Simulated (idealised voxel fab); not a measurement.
voxel wiring stack: a process module
Square cells of 5 nm make up the cross-section cut, whose width is 230 nm.
Notation: cross-section as square-cell grid; stated in bands, top first, going down; one or more cell rows per band.
Band: top and bottom heights (nm) first, top before bottom; then materials from left to right, widths in nm. "edge to edge" marks a sole material filling the band edge to edge. "air" denotes empty space.
Measure heights from 0. That's the level where, below it, the as-received wafer is all one material. The lowest band is bottomless and extends downward; write it as in "0 -> down".
Width spec "30->40" -> top row of cells at first value, bottom row at second value, equal per-row change in between.
Any step labelled "identical to before" changed none of the cells in the cross-section.
The entry titled "Sealed-off cavities" provides the empty spaces that have no open way to the top, restricted to those of 8 cells or more. Each is presented as width x height at distance, the distance being measured from the left edge, with all three in nm.
Whatever follows a step's settings on its line is a remark the simulator itself makes about that step.
The setting "overlay nm" may be written on the line of a step. When the step uses a mask, the value reports how far to the right of the planned place the mask lay, and a negative value reports that it lay to the left.

Listed below are the process steps as planned:
1) RECEIVE: material Si
2) CONFORMAL_DEP: material SiO2, thk nm 10
3) DIRECTIONAL_DEP: material TiN, thk nm 5
4) DIRECTIONAL_DEP: material W, thk nm 20
5) DIRECTIONAL_DEP: material aC, thk nm 10
6) PATTERN: tone cover, mask id METAL_1, material resist, width nm 25, pitch nm 55, thk nm 30, overlay nm 0
7) DIRECTIONAL_ETCH: etch materials aC, depth nm 10
8) STRIP: etch materials resist
9) DIRECTIONAL_ETCH: etch materials W, depth nm 20
10) DIRECTIONAL_ETCH: etch materials TiN, depth nm 5
11) STRIP: etch materials aC
12) CONFORMAL_DEP: material SiN, thk nm 5
13) FILL_DEP: material lowk, thk nm 5
14) CMP: height nm 35
15) CONFORMAL_DEP: material SiCN, thk nm 5
16) DIRECTIONAL_DEP: material lowk, thk nm 30
17) DIRECTIONAL_DEP: material aC, thk nm 15
18) PATTERN: tone open, mask id METAL_2_HOLES, material resist, width nm 15, pitch nm 110, thk nm 35, overlay nm 0
19) DIRECTIONAL_ETCH: etch materials aC, depth nm 15
20) STRIP: etch materials resist
21) DIRECTIONAL_ETCH: etch materials lowk, depth nm 30
22) STRIP: etch materials aC
23) DIRECTIONAL_DEP: material aC, thk nm 10
24) PATTERN: tone open, mask id METAL_2, material resist, width nm 25, pitch nm 55, thk nm 25, overlay nm 0
25) DIRECTIONAL_ETCH: etch materials aC, depth nm 10
26) STRIP: etch materials resist
27) DIRECTIONAL_ETCH: etch materials lowk, depth nm 20
28) DIRECTIONAL_ETCH: etch materials SiCN, depth nm 5
29) STRIP: etch materials aC
30) CONFORMAL_DEP: material TiN, thk nm 5
31) FILL_DEP: material Cu, thk nm 10
32) CMP: height nm 70
33) CONFORMAL_DEP: material SiCN, thk nm 5
34) DIRECTIONAL_DEP: material SiO2, thk nm 30
35) MASKED_ETCH: tone open, mask id METAL_3_HOLES, width nm 15, pitch nm 110, etch materials SiO2, depth nm 30, overlay nm 0
36) PATTERN: tone open, mask id METAL_3, material resist, width nm 25, pitch nm 55, thk nm 15, overlay nm 0
37) DIRECTIONAL_ETCH: etch materials SiO2, depth nm 15
38) DIRECTIONAL_ETCH: etch materials SiCN, depth nm 5
39) STRIP: etch materials resist
40) CONFORMAL_DEP: material TiN, thk nm 5
41) FILL_DEP: material Cu, thk nm 10
42) CMP: height nm 105
43) CONFORMAL_DEP: material SiCN, thk nm 5
44) DIRECTIONAL_DEP: material SiO2, thk nm 15
45) PATTERN: tone open, mask id PLUG_3, material resist, width nm 15, pitch nm 55, thk nm 15, overlay nm 0
46) DIRECTIONAL_ETCH: etch materials SiO2, depth nm 15
47) DIRECTIONAL_ETCH: etch materials SiCN, depth nm 5
48) STRIP: etch materials resist
49) EPI: material Ru, thk nm 10
50) EPI: material Ru, thk nm 10
51) DIRECTIONAL_DEP: material TiN, thk nm 5
52) DIRECTIONAL_DEP: material Ru, thk nm 20
53) DIRECTIONAL_DEP: material aC, thk nm 15
54) PATTERN: tone cover, mask id METAL_4, material resist, width nm 25, pitch nm 55, thk nm 35, overlay nm 0
55) DIRECTIONAL_ETCH: etch materials aC, depth nm 15
56) STRIP: etch materials resist
57) DIRECTIONAL_ETCH: etch materials Ru, depth nm 20
58) DIRECTIONAL_ETCH: etch materials TiN, depth nm 5
59) STRIP: etch materials aC
60) CONFORMAL_DEP: material SiCN, thk nm 5
61) FILL_DEP: material lowk, thk nm 5
62) CMP: height nm 150
63) CONFORMAL_DEP: material SiCN, thk nm 5

First of two wafers - as planned:

Cross-sectional view of the wafer in its as-received condition, corresponding to the state after step 1:
0 -> down | Si edge to edge
Sealed-off cavities: none

So this is the wafer cross-section right after step 2:
10 -> 0 | SiO2 edge to edge
Below 0, no change.

So this is the wafer cross-section right after step 3:
15 -> 10 | TiN edge to edge
Below 10, no change.

So this is the wafer cross-section right after step 4:
35 -> 15 | W edge to edge
Below 15, no change.

So this is the wafer cross-section right after step 5:
45 -> 35 | aC edge to edge
Below 35, no change.

So this is the wafer cross-section right after step 6:
75 -> 45 | 20 air  25 resist  30 air  25 resist  30 air  25 resist  30 air  25 resist  20 air
Below 45, no change.

So this is the wafer cross-section right after step 7:
65 -> 45 | 20 air  25 resist  30 air  25 resist  30 air  25 resist  30 air  25 resist  20 air
45 -> 35 | 20 air  25 aC  30 air  25 aC  30 air  25 aC  30 air  25 aC  20 air
Below 35, no change.

So this is the wafer cross-section right after step 8:
45 -> 35 | 20 air  25 aC  30 air  25 aC  30 air  25 aC  30 air  25 aC  20 air
Below 35, no change.

So this is the wafer cross-section right after step 9:
45 -> 35 | 20 air  25 aC  30 air  25 aC  30 air  25 aC  30 air  25 aC  20 air
35 -> 15 | 20 air  25 W  30 air  25 W  30 air  25 W  30 air  25 W  20 air
Below 15, no change.

So this is the wafer cross-section right after step 10:
45 -> 35 | 20 air  25 aC  30 air  25 aC  30 air  25 aC  30 air  25 aC  20 air
35 -> 15 | 20 air  25 W  30 air  25 W  30 air  25 W  30 air  25 W  20 air
15 -> 10 | 20 air  25 TiN  30 air  25 TiN  30 air  25 TiN  30 air  25 TiN  20 air
Below 10, no change.

So this is the wafer cross-section right after step 11:
35 -> 15 | 20 air  25 W  30 air  25 W  30 air  25 W  30 air  25 W  20 air
Below 15, no change.

So this is the wafer cross-section right after step 12:
40 -> 35 | 15 air  35 SiN  20 air  35 SiN  20 air  35 SiN  20 air  35 SiN  15 air
35 -> 15 | 15 air  5 SiN  25 W  5 SiN  20 air  5 SiN  25 W  5 SiN  20 air  5 SiN  25 W  5 SiN  20 air  5 SiN  25 W  5 SiN  15 air
15 -> 10 | 20 SiN  25 TiN  30 SiN  25 TiN  30 SiN  25 TiN  30 SiN  25 TiN  20 SiN
Below 10, no change.

So this is the wafer cross-section right after step 13:
45 -> 40 | lowk edge to edge
40 -> 35 | 15 lowk  35 SiN  20 lowk  35 SiN  20 lowk  35 SiN  20 lowk  35 SiN  15 lowk
35 -> 15 | 15 lowk  5 SiN  25 W  5 SiN  20 lowk  5 SiN  25 W  5 SiN  20 lowk  5 SiN  25 W  5 SiN  20 lowk  5 SiN  25 W  5 SiN  15 lowk
Below 15, no change.

So this is the wafer cross-section right after step 14:
35 -> 15 | 15 lowk  5 SiN  25 W  5 SiN  20 lowk  5 SiN  25 W  5 SiN  20 lowk  5 SiN  25 W  5 SiN  20 lowk  5 SiN  25 W  5 SiN  15 lowk
Below 15, no change.

So this is the wafer cross-section right after step 15:
40 -> 35 | SiCN edge to edge
Below 35, no change.

So this is the wafer cross-section right after step 16:
70 -> 40 | lowk edge to edge
Below 40, no change.

So this is the wafer cross-section right after step 17:
85 -> 70 | aC edge to edge
Below 70, no change.

So this is the wafer cross-section right after step 18:
120 -> 85 | 20 resist  15 air  95 resist  15 air  85 resist
Below 85, no change.

So this is the wafer cross-section right after step 19:
105 -> 85 | 20 resist  15 air  95 resist  15 air  85 resist
85 -> 70 | 20 aC  15 air  95 aC  15 air  85 aC
Below 70, no change.

So this is the wafer cross-section right after step 20:
85 -> 70 | 20 aC  15 air  95 aC  15 air  85 aC
Below 70, no change.

So this is the wafer cross-section right after step 21:
85 -> 70 | 20 aC  15 air  95 aC  15 air  85 aC
70 -> 40 | 20 lowk  15 air  95 lowk  15 air  85 lowk
Below 40, no change.

So this is the wafer cross-section right after step 22:
70 -> 40 | 20 lowk  15 air  95 lowk  15 air  85 lowk
Below 40, no change.

So this is the wafer cross-section right after step 23:
80 -> 70 | 20 aC  15 air  95 aC  15 air  85 aC
70 -> 50 | 20 lowk  15 air  95 lowk  15 air  85 lowk
50 -> 40 | 20 lowk  15 aC  95 lowk  15 aC  85 lowk
Below 40, no change.

So this is the wafer cross-section right after step 24:
105 -> 80 | 20 resist  25 air  30 resist  25 air  30 resist  25 air  30 resist  25 air  20 resist
Below 80, no change.

So this is the wafer cross-section right after step 25:
95 -> 80 | 20 resist  25 air  30 resist  25 air  30 resist  25 air  30 resist  25 air  20 resist
80 -> 70 | 20 aC  25 air  30 aC  25 air  30 aC  25 air  30 aC  25 air  20 aC
70 -> 40 | 20 lowk  15 air  95 lowk  15 air  85 lowk
Below 40, no change.

So this is the wafer cross-section right after step 26:
80 -> 70 | 20 aC  25 air  30 aC  25 air  30 aC  25 air  30 aC  25 air  20 aC
Below 70, no change.

So this is the wafer cross-section right after step 27:
80 -> 70 | 20 aC  25 air  30 aC  25 air  30 aC  25 air  30 aC  25 air  20 aC
70 -> 50 | 20 lowk  25 air  30 lowk  25 air  30 lowk  25 air  30 lowk  25 air  20 lowk
Below 50, no change.

So this is the wafer cross-section right after step 28:
80 -> 70 | 20 aC  25 air  30 aC  25 air  30 aC  25 air  30 aC  25 air  20 aC
70 -> 50 | 20 lowk  25 air  30 lowk  25 air  30 lowk  25 air  30 lowk  25 air  20 lowk
50 -> 40 | 20 lowk  15 air  95 lowk  15 air  85 lowk
40 -> 35 | 20 SiCN  15 air  95 SiCN  15 air  85 SiCN
Below 35, no change.

So this is the wafer cross-section right after step 29:
70 -> 50 | 20 lowk  25 air  30 lowk  25 air  30 lowk  25 air  30 lowk  25 air  20 lowk
Below 50, no change.

So this is the wafer cross-section right after step 30:
75 -> 70 | 25 TiN  15 air  40 TiN  15 air  40 TiN  15 air  40 TiN  15 air  25 TiN
70 -> 55 | 20 lowk  5 TiN  15 air  5 TiN  30 lowk  5 TiN  15 air  5 TiN  30 lowk  5 TiN  15 air  5 TiN  30 lowk  5 TiN  15 air  5 TiN  20 lowk
55 -> 50 | 20 lowk  5 TiN  5 air  15 TiN  30 lowk  25 TiN  30 lowk  5 TiN  5 air  15 TiN  30 lowk  25 TiN  20 lowk
50 -> 40 | 20 lowk  5 TiN  5 air  5 TiN  95 lowk  5 TiN  5 air  5 TiN  85 lowk
40 -> 35 | 20 SiCN  15 TiN  95 SiCN  15 TiN  85 SiCN
Below 35, no change.

So this is the wafer cross-section right after step 31:
85 -> 75 | Cu edge to edge
75 -> 70 | 25 TiN  15 Cu  40 TiN  15 Cu  40 TiN  15 Cu  40 TiN  15 Cu  25 TiN
70 -> 55 | 20 lowk  5 TiN  15 Cu  5 TiN  30 lowk  5 TiN  15 Cu  5 TiN  30 lowk  5 TiN  15 Cu  5 TiN  30 lowk  5 TiN  15 Cu  5 TiN  20 lowk
55 -> 50 | 20 lowk  5 TiN  5 Cu  15 TiN  30 lowk  25 TiN  30 lowk  5 TiN  5 Cu  15 TiN  30 lowk  25 TiN  20 lowk
50 -> 40 | 20 lowk  5 TiN  5 Cu  5 TiN  95 lowk  5 TiN  5 Cu  5 TiN  85 lowk
Below 40, no change.

So this is the wafer cross-section right after step 32:
70 -> 55 | 20 lowk  5 TiN  15 Cu  5 TiN  30 lowk  5 TiN  15 Cu  5 TiN  30 lowk  5 TiN  15 Cu  5 TiN  30 lowk  5 TiN  15 Cu  5 TiN  20 lowk
Below 55, no change.

So this is the wafer cross-section right after step 33:
75 -> 70 | SiCN edge to edge
Below 70, no change.

So this is the wafer cross-section right after step 34:
105 -> 75 | SiO2 edge to edge
Below 75, no change.

So this is the wafer cross-section right after step 35:
105 -> 75 | 20 SiO2  15 air  95 SiO2  15 air  85 SiO2
Below 75, no change.

So this is the wafer cross-section right after step 36:
120 -> 105 | 20 resist  25 air  30 resist  25 air  30 resist  25 air  30 resist  25 air  20 resist
Below 105, no change.

So this is the wafer cross-section right after step 37:
120 -> 105 | 20 resist  25 air  30 resist  25 air  30 resist  25 air  30 resist  25 air  20 resist
105 -> 90 | 20 SiO2  25 air  30 SiO2  25 air  30 SiO2  25 air  30 SiO2  25 air  20 SiO2
Below 90, no change.

So this is the wafer cross-section right after step 38:
120 -> 105 | 20 resist  25 air  30 resist  25 air  30 resist  25 air  30 resist  25 air  20 resist
105 -> 90 | 20 SiO2  25 air  30 SiO2  25 air  30 SiO2  25 air  30 SiO2  25 air  20 SiO2
90 -> 75 | 20 SiO2  15 air  95 SiO2  15 air  85 SiO2
75 -> 70 | 20 SiCN  15 air  95 SiCN  15 air  85 SiCN
Below 70, no change.

So this is the wafer cross-section right after step 39:
105 -> 90 | 20 SiO2  25 air  30 SiO2  25 air  30 SiO2  25 air  30 SiO2  25 air  20 SiO2
Below 90, no change.

So this is the wafer cross-section right after step 40:
110 -> 105 | 25 TiN  15 air  40 TiN  15 air  40 TiN  15 air  40 TiN  15 air  25 TiN
105 -> 95 | 20 SiO2  5 TiN  15 air  5 TiN  30 SiO2  5 TiN  15 air  5 TiN  30 SiO2  5 TiN  15 air  5 TiN  30 SiO2  5 TiN  15 air  5 TiN  20 SiO2
95 -> 90 | 20 SiO2  5 TiN  5 air  15 TiN  30 SiO2  25 TiN  30 SiO2  5 TiN  5 air  15 TiN  30 SiO2  25 TiN  20 SiO2
90 -> 75 | 20 SiO2  5 TiN  5 air  5 TiN  95 SiO2  5 TiN  5 air  5 TiN  85 SiO2
75 -> 70 | 20 SiCN  15 TiN  95 SiCN  15 TiN  85 SiCN
Below 70, no change.

So this is the wafer cross-section right after step 41:
120 -> 110 | Cu edge to edge
110 -> 105 | 25 TiN  15 Cu  40 TiN  15 Cu  40 TiN  15 Cu  40 TiN  15 Cu  25 TiN
105 -> 95 | 20 SiO2  5 TiN  15 Cu  5 TiN  30 SiO2  5 TiN  15 Cu  5 TiN  30 SiO2  5 TiN  15 Cu  5 TiN  30 SiO2  5 TiN  15 Cu  5 TiN  20 SiO2
95 -> 90 | 20 SiO2  5 TiN  5 Cu  15 TiN  30 SiO2  25 TiN  30 SiO2  5 TiN  5 Cu  15 TiN  30 SiO2  25 TiN  20 SiO2
90 -> 75 | 20 SiO2  5 TiN  5 Cu  5 TiN  95 SiO2  5 TiN  5 Cu  5 TiN  85 SiO2
Below 75, no change.

So this is the wafer cross-section right after step 42:
105 -> 95 | 20 SiO2  5 TiN  15 Cu  5 TiN  30 SiO2  5 TiN  15 Cu  5 TiN  30 SiO2  5 TiN  15 Cu  5 TiN  30 SiO2  5 TiN  15 Cu  5 TiN  20 SiO2
Below 95, no change.

So this is the wafer cross-section right after step 43:
110 -> 105 | SiCN edge to edge
Below 105, no change.

So this is the wafer cross-section right after step 44:
125 -> 110 | SiO2 edge to edge
Below 110, no change.

So this is the wafer cross-section right after step 45:
140 -> 125 | 20 resist  15 air  40 resist  15 air  40 resist  15 air  40 resist  15 air  30 resist
Below 125, no change.

So this is the wafer cross-section right after step 46:
140 -> 125 | 20 resist  15 air  40 resist  15 air  40 resist  15 air  40 resist  15 air  30 resist
125 -> 110 | 20 SiO2  15 air  40 SiO2  15 air  40 SiO2  15 air  40 SiO2  15 air  30 SiO2
Below 110, no change.

So this is the wafer cross-section right after step 47:
140 -> 125 | 20 resist  15 air  40 resist  15 air  40 resist  15 air  40 resist  15 air  30 resist
125 -> 110 | 20 SiO2  15 air  40 SiO2  15 air  40 SiO2  15 air  40 SiO2  15 air  30 SiO2
110 -> 105 | 20 SiCN  15 air  40 SiCN  15 air  40 SiCN  15 air  40 SiCN  15 air  30 SiCN
Below 105, no change.

So this is the wafer cross-section right after step 48:
125 -> 110 | 20 SiO2  15 air  40 SiO2  15 air  40 SiO2  15 air  40 SiO2  15 air  30 SiO2
Below 110, no change.

So this is the wafer cross-section right after step 49:
125 -> 115 | 20 SiO2  15 air  40 SiO2  15 air  40 SiO2  15 air  40 SiO2  15 air  30 SiO2
115 -> 110 | 20 SiO2  15 Ru  40 SiO2  15 Ru  40 SiO2  15 Ru  40 SiO2  15 Ru  30 SiO2
110 -> 105 | 20 SiCN  15 Ru  40 SiCN  15 Ru  40 SiCN  15 Ru  40 SiCN  15 Ru  30 SiCN
Below 105, no change.

So this is the wafer cross-section right after step 50:
125 -> 110 | 20 SiO2  15 Ru  40 SiO2  15 Ru  40 SiO2  15 Ru  40 SiO2  15 Ru  30 SiO2
Below 110, no change.

So this is the wafer cross-section right after step 51:
130 -> 125 | TiN edge to edge
Below 125, no change.

So this is the wafer cross-section right after step 52:
150 -> 130 | Ru edge to edge
Below 130, no change.

So this is the wafer cross-section right after step 53:
165 -> 150 | aC edge to edge
Below 150, no change.

So this is the wafer cross-section right after step 54:
200 -> 165 | 20 air  25 resist  30 air  25 resist  30 air  25 resist  30 air  25 resist  20 air
Below 165, no change.

So this is the wafer cross-section right after step 55:
185 -> 165 | 20 air  25 resist  30 air  25 resist  30 air  25 resist  30 air  25 resist  20 air
165 -> 150 | 20 air  25 aC  30 air  25 aC  30 air  25 aC  30 air  25 aC  20 air
Below 150, no change.

So this is the wafer cross-section right after step 56:
165 -> 150 | 20 air  25 aC  30 air  25 aC  30 air  25 aC  30 air  25 aC  20 air
Below 150, no change.

So this is the wafer cross-section right after step 57:
165 -> 150 | 20 air  25 aC  30 air  25 aC  30 air  25 aC  30 air  25 aC  20 air
150 -> 130 | 20 air  25 Ru  30 air  25 Ru  30 air  25 Ru  30 air  25 Ru  20 air
Below 130, no change.

So this is the wafer cross-section right after step 58:
165 -> 150 | 20 air  25 aC  30 air  25 aC  30 air  25 aC  30 air  25 aC  20 air
150 -> 130 | 20 air  25 Ru  30 air  25 Ru  30 air  25 Ru  30 air  25 Ru  20 air
130 -> 125 | 20 air  25 TiN  30 air  25 TiN  30 air  25 TiN  30 air  25 TiN  20 air
Below 125, no change.

So this is the wafer cross-section right after step 59:
150 -> 130 | 20 air  25 Ru  30 air  25 Ru  30 air  25 Ru  30 air  25 Ru  20 air
Below 130, no change.

So this is the wafer cross-section right after step 60:
155 -> 150 | 15 air  35 SiCN  20 air  35 SiCN  20 air  35 SiCN  20 air  35 SiCN  15 air
150 -> 130 | 15 air  5 SiCN  25 Ru  5 SiCN  20 air  5 SiCN  25 Ru  5 SiCN  20 air  5 SiCN  25 Ru  5 SiCN  20 air  5 SiCN  25 Ru  5 SiCN  15 air
130 -> 125 | 20 SiCN  25 TiN  30 SiCN  25 TiN  30 SiCN  25 TiN  30 SiCN  25 TiN  20 SiCN
Below 125, no change.

So this is the wafer cross-section right after step 61:
160 -> 155 | lowk edge to edge
155 -> 150 | 15 lowk  35 SiCN  20 lowk  35 SiCN  20 lowk  35 SiCN  20 lowk  35 SiCN  15 lowk
150 -> 130 | 15 lowk  5 SiCN  25 Ru  5 SiCN  20 lowk  5 SiCN  25 Ru  5 SiCN  20 lowk  5 SiCN  25 Ru  5 SiCN  20 lowk  5 SiCN  25 Ru  5 SiCN  15 lowk
Below 130, no change.

So this is the wafer cross-section right after step 62:
150 -> 130 | 15 lowk  5 SiCN  25 Ru  5 SiCN  20 lowk  5 SiCN  25 Ru  5 SiCN  20 lowk  5 SiCN  25 Ru  5 SiCN  20 lowk  5 SiCN  25 Ru  5 SiCN  15 lowk
Below 130, no change.

So this is the wafer cross-section right after step 63:
155 -> 150 | SiCN edge to edge
Below 150, no change.

The remaining wafer, second of the two, started like the first and was run to the same plan, except that one mistake was made along the way; the two coincide through step 35, inclusive:

Here is the second wafer in cross-section at the point where step 36 of the plan should have been done:
120 -> 105 | 20 air  25 resist  30 air  25 resist  30 air  25 resist  30 air  25 resist  20 air
105 -> 75 | 20 SiO2  15 resist  95 SiO2  15 resist  85 SiO2
Below 75, no change.

Here is the second wafer in cross-section at the point where step 37 of the plan should have been done:
120 -> 105 | 20 air  25 resist  30 air  25 resist  30 air  25 resist  30 air  25 resist  20 air
105 -> 90 | 20 air  15 resist  10 SiO2  30 air  25 SiO2  30 air  15 resist  10 SiO2  30 air  25 SiO2  20 air
Below 90, no change.

Here is the second wafer in cross-section at the point where step 38 of the plan should have been done: identical to before

Here is the second wafer in cross-section at the point where step 39 of the plan should have been done:
105 -> 90 | 35 air  10 SiO2  30 air  25 SiO2  45 air  10 SiO2  30 air  25 SiO2  20 air
90 -> 75 | 20 SiO2  15 air  95 SiO2  15 air  85 SiO2
Below 75, no change.

Here is the second wafer in cross-section at the point where step 40 of the plan should have been done:
110 -> 105 | 30 air  20 TiN  20 air  35 TiN  35 air  20 TiN  20 air  35 TiN  15 air
105 -> 95 | 30 air  5 TiN  10 SiO2  5 TiN  20 air  5 TiN  25 SiO2  5 TiN  35 air  5 TiN  10 SiO2  5 TiN  20 air  5 TiN  25 SiO2  5 TiN  15 air
95 -> 90 | 25 TiN  5 air  5 TiN  10 SiO2  30 TiN  25 SiO2  35 TiN  5 air  5 TiN  10 SiO2  30 TiN  25 SiO2  20 TiN
90 -> 80 | 20 SiO2  5 TiN  5 air  5 TiN  95 SiO2  5 TiN  5 air  5 TiN  85 SiO2
80 -> 75 | 20 SiO2  15 TiN  95 SiO2  15 TiN  85 SiO2
Below 75, no change.

Here is the second wafer in cross-section at the point where step 41 of the plan should have been done:
120 -> 110 | Cu edge to edge
110 -> 105 | 30 Cu  20 TiN  20 Cu  35 TiN  35 Cu  20 TiN  20 Cu  35 TiN  15 Cu
105 -> 95 | 30 Cu  5 TiN  10 SiO2  5 TiN  20 Cu  5 TiN  25 SiO2  5 TiN  35 Cu  5 TiN  10 SiO2  5 TiN  20 Cu  5 TiN  25 SiO2  5 TiN  15 Cu
95 -> 90 | 25 TiN  5 Cu  5 TiN  10 SiO2  30 TiN  25 SiO2  35 TiN  5 Cu  5 TiN  10 SiO2  30 TiN  25 SiO2  20 TiN
90 -> 80 | 20 SiO2  5 TiN  5 Cu  5 TiN  95 SiO2  5 TiN  5 Cu  5 TiN  85 SiO2
Below 80, no change.

Here is the second wafer in cross-section at the point where step 42 of the plan should have been done:
105 -> 95 | 30 Cu  5 TiN  10 SiO2  5 TiN  20 Cu  5 TiN  25 SiO2  5 TiN  35 Cu  5 TiN  10 SiO2  5 TiN  20 Cu  5 TiN  25 SiO2  5 TiN  15 Cu
Below 95, no change.

Here is the second wafer in cross-section at the point where step 43 of the plan should have been done:
110 -> 105 | SiCN edge to edge
Below 105, no change.

Here is the second wafer in cross-section at the point where step 44 of the plan should have been done:
125 -> 110 | SiO2 edge to edge
Below 110, no change.

Here is the second wafer in cross-section at the point where step 45 of the plan should have been done:
140 -> 125 | 20 resist  15 air  40 resist  15 air  40 resist  15 air  40 resist  15 air  30 resist
Below 125, no change.

Here is the second wafer in cross-section at the point where step 46 of the plan should have been done:
140 -> 125 | 20 resist  15 air  40 resist  15 air  40 resist  15 air  40 resist  15 air  30 resist
125 -> 110 | 20 SiO2  15 air  40 SiO2  15 air  40 SiO2  15 air  40 SiO2  15 air  30 SiO2
Below 110, no change.

Here is the second wafer in cross-section at the point where step 47 of the plan should have been done:
140 -> 125 | 20 resist  15 air  40 resist  15 air  40 resist  15 air  40 resist  15 air  30 resist
125 -> 110 | 20 SiO2  15 air  40 SiO2  15 air  40 SiO2  15 air  40 SiO2  15 air  30 SiO2
110 -> 105 | 20 SiCN  15 air  40 SiCN  15 air  40 SiCN  15 air  40 SiCN  15 air  30 SiCN
Below 105, no change.

Here is the second wafer in cross-section at the point where step 48 of the plan should have been done:
125 -> 110 | 20 SiO2  15 air  40 SiO2  15 air  40 SiO2  15 air  40 SiO2  15 air  30 SiO2
Below 110, no change.

Here is the second wafer in cross-section at the point where step 49 of the plan should have been done:
125 -> 115 | 20 SiO2  15 air  40 SiO2  15 air  40 SiO2  15 air  40 SiO2  15 air  30 SiO2
115 -> 110 | 20 SiO2  15 Ru  40 SiO2  15 air  40 SiO2  15 Ru  40 SiO2  15 air  30 SiO2
110 -> 105 | 20 SiCN  15 Ru  40 SiCN  15 air  40 SiCN  15 Ru  40 SiCN  15 air  30 SiCN
Below 105, no change.

Here is the second wafer in cross-section at the point where step 50 of the plan should have been done:
125 -> 110 | 20 SiO2  15 Ru  40 SiO2  15 air  40 SiO2  15 Ru  40 SiO2  15 air  30 SiO2
Below 110, no change.

Here is the second wafer in cross-section at the point where step 51 of the plan should have been done:
130 -> 125 | 75 TiN  15 air  95 TiN  15 air  30 TiN
125 -> 110 | 20 SiO2  15 Ru  40 SiO2  15 air  40 SiO2  15 Ru  40 SiO2  15 air  30 SiO2
110 -> 105 | 20 SiCN  15 Ru  40 SiCN  15 TiN  40 SiCN  15 Ru  40 SiCN  15 TiN  30 SiCN
Below 105, no change.

Here is the second wafer in cross-section at the point where step 52 of the plan should have been done:
150 -> 130 | 75 Ru  15 air  95 Ru  15 air  30 Ru
130 -> 125 | 75 TiN  15 Ru  95 TiN  15 Ru  30 TiN
125 -> 110 | 20 SiO2  15 Ru  40 SiO2  15 Ru  40 SiO2  15 Ru  40 SiO2  15 Ru  30 SiO2
Below 110, no change.

Here is the second wafer in cross-section at the point where step 53 of the plan should have been done:
165 -> 150 | 75 aC  15 air  95 aC  15 air  30 aC
150 -> 145 | 75 Ru  15 air  95 Ru  15 air  30 Ru
145 -> 130 | 75 Ru  15 aC  95 Ru  15 aC  30 Ru
Below 130, no change.

Here is the second wafer in cross-section at the point where step 54 of the plan should have been done:
200 -> 165 | 20 air  25 resist  30 air  25 resist  30 air  25 resist  30 air  25 resist  20 air
165 -> 150 | 75 aC  15 resist  95 aC  15 resist  30 aC
150 -> 145 | 75 Ru  15 resist  95 Ru  15 resist  30 Ru
Below 145, no change.

Here is the second wafer in cross-section at the point where step 55 of the plan should have been done:
185 -> 165 | 20 air  25 resist  30 air  25 resist  30 air  25 resist  30 air  25 resist  20 air
165 -> 150 | 20 air  25 aC  30 air  15 resist  10 aC  30 air  25 aC  30 air  15 resist  10 aC  20 air
Below 150, no change.

Here is the second wafer in cross-section at the point where step 56 of the plan should have been done:
165 -> 150 | 20 air  25 aC  45 air  10 aC  30 air  25 aC  45 air  10 aC  20 air
150 -> 145 | 75 Ru  15 air  95 Ru  15 air  30 Ru
Below 145, no change.

Here is the second wafer in cross-section at the point where step 57 of the plan should have been done:
165 -> 150 | 20 air  25 aC  45 air  10 aC  30 air  25 aC  45 air  10 aC  20 air
150 -> 145 | 20 air  25 Ru  45 air  10 Ru  30 air  25 Ru  45 air  10 Ru  20 air
145 -> 130 | 20 air  25 Ru  30 air  15 aC  10 Ru  30 air  25 Ru  30 air  15 aC  10 Ru  20 air
Below 130, no change.

Here is the second wafer in cross-section at the point where step 58 of the plan should have been done:
165 -> 150 | 20 air  25 aC  45 air  10 aC  30 air  25 aC  45 air  10 aC  20 air
150 -> 145 | 20 air  25 Ru  45 air  10 Ru  30 air  25 Ru  45 air  10 Ru  20 air
145 -> 130 | 20 air  25 Ru  30 air  15 aC  10 Ru  30 air  25 Ru  30 air  15 aC  10 Ru  20 air
130 -> 125 | 20 air  25 TiN  30 air  15 Ru  10 TiN  30 air  25 TiN  30 air  15 Ru  10 TiN  20 air
Below 125, no change.

Here is the second wafer in cross-section at the point where step 59 of the plan should have been done:
150 -> 130 | 20 air  25 Ru  45 air  10 Ru  30 air  25 Ru  45 air  10 Ru  20 air
Below 130, no change.

Here is the second wafer in cross-section at the point where step 60 of the plan should have been done:
155 -> 150 | 15 air  35 SiCN  35 air  20 SiCN  20 air  35 SiCN  35 air  20 SiCN  15 air
150 -> 135 | 15 air  5 SiCN  25 Ru  5 SiCN  35 air  5 SiCN  10 Ru  5 SiCN  20 air  5 SiCN  25 Ru  5 SiCN  35 air  5 SiCN  10 Ru  5 SiCN  15 air
135 -> 130 | 15 air  5 SiCN  25 Ru  5 SiCN  20 air  20 SiCN  10 Ru  5 SiCN  20 air  5 SiCN  25 Ru  5 SiCN  20 air  20 SiCN  10 Ru  5 SiCN  15 air
130 -> 125 | 20 SiCN  25 TiN  30 SiCN  15 Ru  10 TiN  30 SiCN  25 TiN  30 SiCN  15 Ru  10 TiN  20 SiCN
Below 125, no change.

Here is the second wafer in cross-section at the point where step 61 of the plan should have been done:
160 -> 155 | lowk edge to edge
155 -> 150 | 15 lowk  35 SiCN  35 lowk  20 SiCN  20 lowk  35 SiCN  35 lowk  20 SiCN  15 lowk
150 -> 135 | 15 lowk  5 SiCN  25 Ru  5 SiCN  35 lowk  5 SiCN  10 Ru  5 SiCN  20 lowk  5 SiCN  25 Ru  5 SiCN  35 lowk  5 SiCN  10 Ru  5 SiCN  15 lowk
135 -> 130 | 15 lowk  5 SiCN  25 Ru  5 SiCN  20 lowk  20 SiCN  10 Ru  5 SiCN  20 lowk  5 SiCN  25 Ru  5 SiCN  20 lowk  20 SiCN  10 Ru  5 SiCN  15 lowk
Below 130, no change.

Here is the second wafer in cross-section at the point where step 62 of the plan should have been done:
150 -> 135 | 15 lowk  5 SiCN  25 Ru  5 SiCN  35 lowk  5 SiCN  10 Ru  5 SiCN  20 lowk  5 SiCN  25 Ru  5 SiCN  35 lowk  5 SiCN  10 Ru  5 SiCN  15 lowk
Below 135, no change.

Here is the second wafer in cross-section at the point where step 63 of the plan should have been done:
155 -> 150 | SiCN edge to edge
Below 150, no change.
In executing the process, a mistake was made relative to the plan: step 36 did not happen as planned, as run it was PATTERN: tone cover, mask id METAL_3, material resist, width nm 25, pitch nm 55, thk nm 15, overlay nm 0
Once processing is complete, comparing cell counts shows that the second wafer has more or fewer of certain materials than the first: 22 more of Cu; 24 fewer of Ru; 12 more of SiCN; 36 fewer of SiO2; 8 more of TiN; 18 more of lowk
